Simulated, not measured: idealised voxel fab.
voxel ribs on slabs: a process module
Cross-section cut spans 230 nm and uses square cells 5 nm in size.
Cross-section format: a grid of square cells, given as bands from top to bottom; each band is one or more rows of cells.
Heads up on the band format: heights come first, top then bottom, in nm. After that it's the materials left to right, each with its width in nm. A single material flagged "all across" fills the whole band edge to edge, and "air" means there's empty space there.
Measure heights from 0. That's the level where, below it, the as-received wafer is all one material. The lowest band is bottomless and extends downward; write it as in "0 down".
The two numbers in a width such as "30->40" mark its ends across the band: the first belongs to the top row of cells, the second to the bottom row, and from each row to the next the width moves by the same amount.
You'll sometimes find "nothing different" written for a step, and that's the way of saying that nowhere in the cross-section did a cell change during that step.
"Listed closed voids" specifies each empty space that is not open to the top and that occupies no fewer than 8 cells, using the form width x height at distance, the distance measured from the left edge and all three quantities in nm.
What comes after the settings on a step's line is commentary from the simulator itself on that step.
What "overlay nm" on a step's line means: if the step has a mask, that mask lay this far to the right of its planned place, or, when the value is negative, to the left.

## The planned process steps are enumerated hereunder
| 1 | RECEIVE with material Si |
| 2 | DIRECTIONAL_DEP with material SiO2, thk nm 25 |
| 3 | DIRECTIONAL_DEP with material SiN, thk nm 20 |
| 4 | MASKED_ETCH with tone cover, mask id RIB, width nm 20, etch materials SiN, depth nm 10, overlay nm 0 |
| 5 | PATTERN with tone cover, mask id SLAB, material resist, width nm 80, thk nm 15, overlay nm 0 |
| 6 | DIRECTIONAL_ETCH with etch materials SiN, depth nm 10 |
| 7 | STRIP with etch materials resist |
| 8 | FILL_DEP with material SiO2, thk nm 30 |
| 9 | CMP with height nm 65 |
| 10 | DIRECTIONAL_DEP with material TiN, thk nm 5 |
| 11 | PATTERN with tone cover, mask id HEATER, material resist, width nm 30, thk nm 20, overlay nm 0 |
| 12 | DIRECTIONAL_ETCH with etch materials TiN, depth nm 5 |
| 13 | STRIP with etch materials resist |
| 14 | CONFORMAL_DEP with material SiO2, thk nm 10 |

## As received (post step 1): cross-section
	0 down | Si all across
	Listed closed voids: none

## Sectioned view, first of two wafers, at the close of the module, processed as intended in the plan
	80 to 75 | air 90 | SiO2 50 | air 90
	75 to 70 | SiO2 all across
	70 to 65 | SiO2 100 | TiN 30 | SiO2 100
	65 to 45 | SiO2 all across
	45 to 35 | SiO2 105 | SiN 20 | SiO2 105
	35 to 25 | SiO2 75 | SiN 80 | SiO2 75
	25 to 0 | SiO2 all across
	0 down | Si all across
	Listed closed voids: none

## Module end: cross-section of wafer two of two. Same start and process plan as the first wafer. One mistake during execution
	80 to 75 | air 90 | SiO2 50 | air 90
	75 to 70 | SiO2 all across
	70 to 65 | SiO2 100 | TiN 30 | SiO2 100
	65 to 45 | SiO2 all across
	45 to 35 | SiO2 100 | SiN 30 | SiO2 100
	35 to 25 | SiO2 75 | SiN 80 | SiO2 75
	25 to 0 | SiO2 all across
	0 down | Si all across
	Listed closed voids: none
Short version of what went wrong: step 4 went in with a setting other than planned; the actual run was MASKED_ETCH with tone cover, mask id RIB, width nm 30, etch materials SiN, depth nm 10, overlay nm 0
End check, counted in cells, second wafer has more or fewer of these materials than the first: SiN: 4 more, SiO2: 4 fewer
